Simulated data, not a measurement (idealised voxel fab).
This is a process module. Its name is voxel self aligned contacts.
The cross-section shown here is cut; it is 250 nm wide and divided into square cells measuring 5 nm on a side.
We lay out every cross-section as a grid of square cells and spell it out in bands from the top down, where one band means one or more rows of cells.
A band entry consists of two parts. The first gives the height of the band's top and the height of its bottom, in nm. The rest lists the band's materials from left to right, each with its width in nm. A single material labelled with the word "all across" fills the band from edge to edge, and the word "empty" marks empty space.
Height datum 0, below which the as-received substrate wafer is one material. Lowest band open at the bottom, running downward: "0 down".
So if you see something like "30 to 40" for the width, read it as the top row of the band sitting at the first number and the bottom row at the second, with every row in between moving by the same amount as the last.
Reading "all unchanged" for a step: not a cell of the cross-section changed in it.
Enclosed voids (no open way to top), threshold 8 cells or more, entry "closed voids", notation width x height at distance, distance from left edge, nm.
Read whatever lies past the settings on a step's line as the simulator's own remark about the step.
"overlay nm" denotes, for a step that has a mask, the displacement of the mask to the right of its planned place, with negative values corresponding to the left.

Intended process steps:
1. RECEIVE with material Si
2. OXIDIZE with depth nm 5
3. DIRECTIONAL_DEP with material polySi, thk nm 30
4. DIRECTIONAL_DEP with material SiN, thk nm 20
5. DIRECTIONAL_DEP with material aC, thk nm 15
6. PATTERN with tone cover, mask id GATE, material resist, width nm 35, pitch nm 65, thk nm 30, overlay nm 0
7. DIRECTIONAL_ETCH with etch materials aC, depth nm 15
8. STRIP with etch materials resist
9. DIRECTIONAL_ETCH with etch materials SiN, depth nm 20
10. DIRECTIONAL_ETCH with etch materials polySi, depth nm 30
11. STRIP with etch materials aC
12. CONFORMAL_DEP with material SiN, thk nm 5
13. DIRECTIONAL_ETCH with etch materials SiN, depth nm 5
14. FILL_DEP with material SiO2, thk nm 20
15. CMP with height nm 60
16. DIRECTIONAL_DEP with material aC, thk nm 15
17. PATTERN with tone open, mask id CONTACT, material resist, width nm 40, pitch nm 65, thk nm 30, overlay nm 0
18. DIRECTIONAL_ETCH with etch materials aC, depth nm 15
19. STRIP with etch materials resist
20. DIRECTIONAL_ETCH with etch materials SiO2, depth nm 65
21. STRIP with etch materials aC
22. CONFORMAL_DEP with material TiN, thk nm 5
23. FILL_DEP with material Ru, thk nm 5
24. CMP with height nm 60
25. CONFORMAL_DEP with material SiCN, thk nm 5

Cross-section of the incoming wafer, state after step 1:
  0 down  Si all across
  closed voids: none

Here's the wafer cut in cross-section after the module, started and planned just like above, except one thing was done wrong in the run:
  65 to 60  SiCN all across
  60 to 35  SiO2: 35, then SiN: 5, then polySi: 35, then SiN: 5, then TiN: 5, then Ru: 10, then TiN: 5, then SiN: 5, then polySi: 35, then SiN: 5, then TiN: 5, then Ru: 10, then TiN: 5, then SiN: 5, then polySi: 35, then SiN: 5, then SiO2: 40
  35 to 30  SiO2: 35, then SiN: 5, then polySi: 35, then SiN: 5, then TiN: 20, then SiN: 5, then polySi: 35, then SiN: 5, then TiN: 20, then SiN: 5, then polySi: 35, then SiN: 5, then SiO2: 40
  30 to 0  polySi all across
  0 to -5  SiO2 all across
  -5 down  Si all across
  closed voids: none
Error vs. plan: it should be noted that step 3 of the plan was executed twice
